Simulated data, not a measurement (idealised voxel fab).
Presented below is a process module, voxel ribs on slabs.
The figure presents cross-section cut, which has a width of 145 nm and is divided into square cells with an edge length of 5 nm.
In this document a cross-section is written as a grid of square cells. It is given as a series of bands, listed from the top down, and a band is one or more rows of cells. A band entry consists of two parts. The first gives the height of the band's top and the height of its bottom, in nm. The rest lists the band's materials from left to right, each with its width in nm. A single material labelled with the word "full width" fills the band from edge to edge, and the word "empty" marks empty space. Height datum 0, below which the as-received substrate wafer is one material. Lowest band open at the bottom, running downward: "0 -> down". With a width like "30 to 40", each row of cells in the band differs from the next by the same amount, the top row carrying the first number and the bottom row the second. No cell of the cross-section changed in a step that is given as "changes: none". Non-vented voids: empty space of 8 cells or more with no open way to the top, each as width x height at its distance from the left edge, in nm. Where a step's line continues beyond its settings, the continuation is a remark by the simulator itself on that step. overlay nm: mask right of planned place by this much (step with mask). Neg. = left.
[plan]
1: RECEIVE (material Si)
2: DIRECTIONAL_DEP (material SiO2; thk nm 25)
3: DIRECTIONAL_DEP (material polySi; thk nm 15)
4: DIRECTIONAL_DEP (material aC; thk nm 10)
5: PATTERN (tone cover; mask id RIB; material resist; width nm 15; thk nm 30; overlay nm 0)
6: DIRECTIONAL_ETCH (etch materials aC; depth nm 10)
7: STRIP (etch materials resist)
8: DIRECTIONAL_ETCH (etch materials polySi; depth nm 10)
9: STRIP (etch materials aC)
10: MASKED_ETCH (tone cover; mask id SLAB; width nm 55; etch materials polySi; depth nm 5; overlay nm 0)
11: FILL_DEP (material SiO2; thk nm 25)
12: CMP (height nm 55)
13: DIRECTIONAL_DEP (material TiN; thk nm 10)
14: PATTERN (tone cover; mask id HEATER; material resist; width nm 15; thk nm 20; overlay nm 0)
15: DIRECTIONAL_ETCH (etch materials TiN; depth nm 10)
16: STRIP (etch materials resist)
17: CONFORMAL_DEP (material SiO2; thk nm 5)
Keep in mind the plan's value for the width nm of step 14 comes from the first wafer; the wafers don't share that setting, but they do share the same starting point.
[Step 1 complete: as-received cross-section of the first of several wafers]
0 -> down | Si full width
Non-vented voids: none
[Per wafer, end of module: cells gained (+) or lost (-) per material since receipt, then closed voids]
width nm 15 | +335 SiO2 | +6 TiN | +17 polySi | Non-vented voids: none
width nm 20 | +335 SiO2 | +8 TiN | +17 polySi | Non-vented voids: none
width nm 25 | +335 SiO2 | +10 TiN | +17 polySi | Non-vented voids: none
width nm 30 | +335 SiO2 | +12 TiN | +17 polySi | Non-vented voids: none
width nm 35 | +335 SiO2 | +14 TiN | +17 polySi | Non-vented voids: none
width nm 40 | +335 SiO2 | +16 TiN | +17 polySi | Non-vented voids: none
